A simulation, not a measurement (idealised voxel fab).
The process module presented herein is designated voxel ribs on slabs.
The cross-section on display is named cut; it measures 150 nm wide, and its cells are 5 nm squares.
For the purposes of this document, a cross-section shall be understood as a grid of square cells, specified as bands listed in top-to-bottom order, each band consisting of one or more rows of cells.
Read a band's entry like this: the first values are the height of its top and the height of its bottom in nm, and what follows is the sequence of materials from left to right, each with its width in nm. Note that "air" is empty space, and that a single material marked "edge to edge" reaches across the band from edge to edge.
Height 0 is the level under which the wafer as received is all one material. The lowest band goes on downwards, as in "0..down".
A width given as "30->40" starts at the first number in the band's top row and ends at the second number in its bottom row, shifting by an equal amount at every step from row to row.
"no alteration" (step): cross-section cells unchanged, all of them.
Heads up: "Enclosed cavities" only lists the empty pockets with no open path to the top that are 8 cells or more, and it writes them as width x height at distance, distance from the left edge, in nm.
Anything after a step's settings on that line? It's the simulator's own note about the step.
Each step line may optionally specify "overlay nm", which for a step with a mask gives the rightward distance between the mask's planned place and where it lay, a negative value indicating the leftward direction.

HERE'S WHAT THE PLANNED PROCESS STEPS LOOK LIKE
1 RECEIVE, material Si
2 DIRECTIONAL_DEP, material SiO2, thk nm 25
3 DIRECTIONAL_DEP, material polySi, thk nm 15
4 DIRECTIONAL_DEP, material aC, thk nm 10
5 PATTERN, tone cover, mask id RIB, material resist, width nm 15, thk nm 25, overlay nm 0
6 DIRECTIONAL_ETCH, etch materials aC, depth nm 10
7 STRIP, etch materials resist
8 DIRECTIONAL_ETCH, etch materials polySi, depth nm 10
9 STRIP, etch materials aC
10 DIRECTIONAL_DEP, material aC, thk nm 15
11 PATTERN, tone cover, mask id SLAB, material resist, width nm 55, thk nm 35, overlay nm 0
12 DIRECTIONAL_ETCH, etch materials aC, depth nm 15
13 STRIP, etch materials resist
14 DIRECTIONAL_ETCH, etch materials polySi, depth nm 5
15 STRIP, etch materials aC
16 FILL_DEP, material SiO2, thk nm 15
17 CMP, height nm 50
18 DIRECTIONAL_DEP, material TiN, thk nm 10
19 DIRECTIONAL_DEP, material aC, thk nm 15
20 PATTERN, tone cover, mask id HEATER, material resist, width nm 25, thk nm 35, overlay nm 0
21 DIRECTIONAL_ETCH, etch materials aC, depth nm 15
22 STRIP, etch materials resist
23 DIRECTIONAL_ETCH, etch materials TiN, depth nm 10
24 STRIP, etch materials aC
25 CONFORMAL_DEP, material SiN, thk nm 5

SO THIS IS THE INCOMING WAFER IN CROSS-SECTION - IT'S ALREADY BEEN THROUGH STEP 1
* 0..down  Si edge to edge
* Enclosed cavities: none

CROSS-SECTIONAL IMAGE OF THE FIRST OF TWO WAFERS AT THE END OF THE MODULE, THE RUN HAVING PROCEEDED AS PLANNED
* 65..60  air 55 | SiN 35 | air 60
* 60..55  air 55 | SiN 5 | TiN 25 | SiN 5 | air 60
* 55..50  SiN 60 | TiN 25 | SiN 65
* 50..40  SiO2 edge to edge
* 40..30  SiO2 65 | polySi 15 | SiO2 70
* 30..25  SiO2 45 | polySi 55 | SiO2 50
* 25..0  SiO2 edge to edge
* 0..down  Si edge to edge
* Enclosed cavities: none

SECOND OF TWO WAFERS, MODULE COMPLETE, SECTIONED: IT SHARES THE FIRST WAFER'S START AND PLAN BUT WAS RUN WITH ONE MISTAKE
* 65..60  air 55 | SiN 35 | air 60
* 60..55  air 55 | SiN 5 | TiN 25 | SiN 5 | air 60
* 55..50  SiN 60 | TiN 25 | SiN 65
* 50..40  SiO2 edge to edge
* 40..30  SiO2 65 | polySi 15 | SiO2 70
* 30..25  SiO2 35 | polySi 55 | SiO2 60
* 25..0  SiO2 edge to edge
* 0..down  Si edge to edge
* Enclosed cavities: none
Here's what went sideways: rather than as planned, step 11 actually ran as PATTERN, tone cover, mask id SLAB, material resist, width nm 55, thk nm 35, overlay nm -10
at the end the second wafer has, in cells: as many of each material as the first, in other places
